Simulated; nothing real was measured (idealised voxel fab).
process module | voxel self aligned vias
cross-section cut | 225 nm wide | cells 5 nm
A cross-section is a grid of square cells, given in bands from the top down. A band is one or more rows of cells.
Each band's line starts with the height of the band's top and of its bottom, in nm. Then come its materials from left to right, each with its width in nm. One material with "throughout" fills the band from edge to edge. "air" is empty space.
Height 0 is the level under which the wafer as received is all one material. The lowest band goes on downwards, as in "0 down".
A width such as "30 to 40" changes by the same amount from each row of cells to the next, from the band's top row to its bottom row.
"no change" after a step means that no cell of the cross-section changed.
closed voids: empty space of 8 cells or more with no open way to the top, each as width x height at its distance from the left edge, in nm
after a step's settings: what the simulator itself notes on the step
overlay nm, on a step with a mask: how far to the right of its planned place the mask lay; to the left if negative
plan
1 op RECEIVE | material Si
2 op CONFORMAL_DEP | material SiO2 | thk nm 15
3 op CONFORMAL_DEP | material SiCN | thk nm 5
4 op DIRECTIONAL_DEP | material lowk | thk nm 30
5 op PATTERN | tone open | mask id LINES | material resist | width nm 25 | pitch nm 65 | thk nm 20 | overlay nm 0
6 op DIRECTIONAL_ETCH | etch materials lowk | depth nm 30
7 op STRIP | etch materials resist
8 op CONFORMAL_DEP | material TiN | thk nm 5
9 op FILL_DEP | material Ru | thk nm 10
10 op CMP | height nm 50
11 op SELECTIVE_ETCH | etch materials W Ru TiN | depth nm 10
12 op FILL_DEP | material SiN | thk nm 10
13 op CMP | height nm 50
14 op DIRECTIONAL_DEP | material lowk | thk nm 15
15 op MASKED_ETCH | tone open | mask id VIAS | width nm 35 | pitch nm 65 | etch materials lowk | depth nm 15 | overlay nm 0
16 op MASKED_ETCH | tone open | mask id VIAS | width nm 35 | pitch nm 65 | etch materials SiN | depth nm 10 | overlay nm 0
17 op CONFORMAL_DEP | material TiN | thk nm 5
18 op FILL_DEP | material Ru | thk nm 10
19 op CMP | height nm 65
20 op CONFORMAL_DEP | material SiCN | thk nm 5
as received, after step 1
  0 down: Si throughout
  closed voids: none
a wafer at the end: this start, this plan, one mistake
  70 to 65: SiCN throughout
  65 to 45: lowk 60 | TiN 5 | Ru 25 | TiN 5 | lowk 30 | TiN 5 | Ru 25 | TiN 5 | lowk 65
  45 to 40: lowk 60 | TiN 35 | lowk 30 | TiN 35 | lowk 65
  40 to 35: lowk 60 | TiN 10 | Ru 15 | TiN 10 | lowk 30 | TiN 10 | Ru 15 | TiN 10 | lowk 65
  35 to 25: lowk 65 | TiN 5 | Ru 15 | TiN 5 | lowk 40 | TiN 5 | Ru 15 | TiN 5 | lowk 70
  25 to 20: lowk 65 | TiN 25 | lowk 40 | TiN 25 | lowk 70
  20 to 15: SiCN throughout
  15 to 0: SiO2 throughout
  0 down: Si throughout
  closed voids: none
what went wrong: step 15 was run twice
